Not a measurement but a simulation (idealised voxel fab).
Title: Process Module voxel self aligned contacts
This is section cut - it's 190 nm across, gridded in 5 nm square cells.
Square cells in a grid make up a cross-section in this document, and the grid is given as bands, listed from the top down, each one or more rows of cells.
Top, bottom (nm), then materials left to right with widths (nm); lone material tagged "all across" fills the whole band edge to edge; "air" = empty space.
Note: height 0 marks the level under which the wafer is uniformly one material as received. Lowest band unbounded below, written "0 nm and below".
So if you see something like "30->40" for the width, read it as the top row of the band sitting at the first number and the bottom row at the second, with every row in between moving by the same amount as the last.
"no change" for a step: no cell of the cross-section changed in that step.
"Voids lacking openings" - sealed voids, min. 8 cells, no opening to top; format: width x height at distance (distance from left edge; nm throughout).
That trailing text on a step's line, after the settings, is the simulator's own remark on the step.
The optional step-line setting "overlay nm" applies to steps with a mask and quantifies how far to the right of its planned location the mask lay, a negative value indicating leftward placement.
Intended process steps
1) RECEIVE: material Si
2) OXIDIZE: depth nm 5
3) DIRECTIONAL_DEP: material polySi, thk nm 25
4) DIRECTIONAL_DEP: material SiN, thk nm 25
5) PATTERN: tone cover, mask id GATE, material resist, width nm 25, pitch nm 60, thk nm 20, overlay nm 0
6) DIRECTIONAL_ETCH: etch materials SiN, depth nm 25
7) DIRECTIONAL_ETCH: etch materials polySi, depth nm 25
8) STRIP: etch materials resist
9) CONFORMAL_DEP: material SiN, thk nm 10
10) DIRECTIONAL_ETCH: etch materials SiN, depth nm 10
11) FILL_DEP: material SiO2, thk nm 20
12) CMP: height nm 60
13) DIRECTIONAL_DEP: material aC, thk nm 10
14) PATTERN: tone open, mask id CONTACT, material resist, width nm 45, thk nm 25, overlay nm 0
15) DIRECTIONAL_ETCH: etch materials aC, depth nm 10
16) STRIP: etch materials resist
17) DIRECTIONAL_ETCH: etch materials SiO2, depth nm 65
18) STRIP: etch materials aC
19) CONFORMAL_DEP: material TiN, thk nm 5
20) FILL_DEP: material Ru, thk nm 10
21) CMP: height nm 60
22) CONFORMAL_DEP: material SiCN, thk nm 5
Wafer cross-section on receipt, i.e. after step 1
* 0 nm and below: Si all across
* Voids lacking openings: none
First of two wafers: cross-section at end of module, run per plan
* 65 nm to 60 nm: SiCN all across
* 60 nm to 50 nm: 70 nm SiO2 | 5->20 nm TiN | 35->5 nm Ru | 5->20 nm TiN | 75 nm SiO2
* 50 nm to 25 nm: 40 nm SiO2 | 45 nm SiN | 5 nm TiN | 5 nm Ru | 5 nm TiN | 45 nm SiN | 45 nm SiO2
* 25 nm to 0 nm: 40 nm SiO2 | 10 nm SiN | 25 nm polySi | 10 nm SiN | 5 nm TiN | 5 nm Ru | 5 nm TiN | 10 nm SiN | 25 nm polySi | 10 nm SiN | 45 nm SiO2
* 0 nm to -5 nm: 85 nm SiO2 | 15 nm TiN | 90 nm SiO2
* -5 nm and below: Si all across
* Voids lacking openings: none
Now the second wafer, cross-sectioned at the end of the module. Nothing different at the start, nothing different in the plan compared with the first, just one mistake when it was actually run
* 65 nm to 60 nm: SiCN all across
* 60 nm to 50 nm: 70 nm SiO2 | 5->10 nm TiN | 35->5 nm Ru | 5->30 nm TiN | 75 nm SiO2
* 50 nm to 25 nm: 30 nm SiO2 | 45 nm SiN | 5 nm TiN | 5 nm Ru | 5 nm TiN | 45 nm SiN | 55 nm SiO2
* 25 nm to 0 nm: 30 nm SiO2 | 10 nm SiN | 25 nm polySi | 10 nm SiN | 5 nm TiN | 5 nm Ru | 5 nm TiN | 10 nm SiN | 25 nm polySi | 10 nm SiN | 55 nm SiO2
* 0 nm to -5 nm: 75 nm SiO2 | 15 nm TiN | 100 nm SiO2
* -5 nm and below: Si all across
* Voids lacking openings: none
Run error: for step 5, the planned setting was not used; the step was instead run as PATTERN: tone cover, mask id GATE, material resist, width nm 25, pitch nm 60, thk nm 20, overlay nm -10
End check, second vs first wafer: material counts in cells match, positions do not.
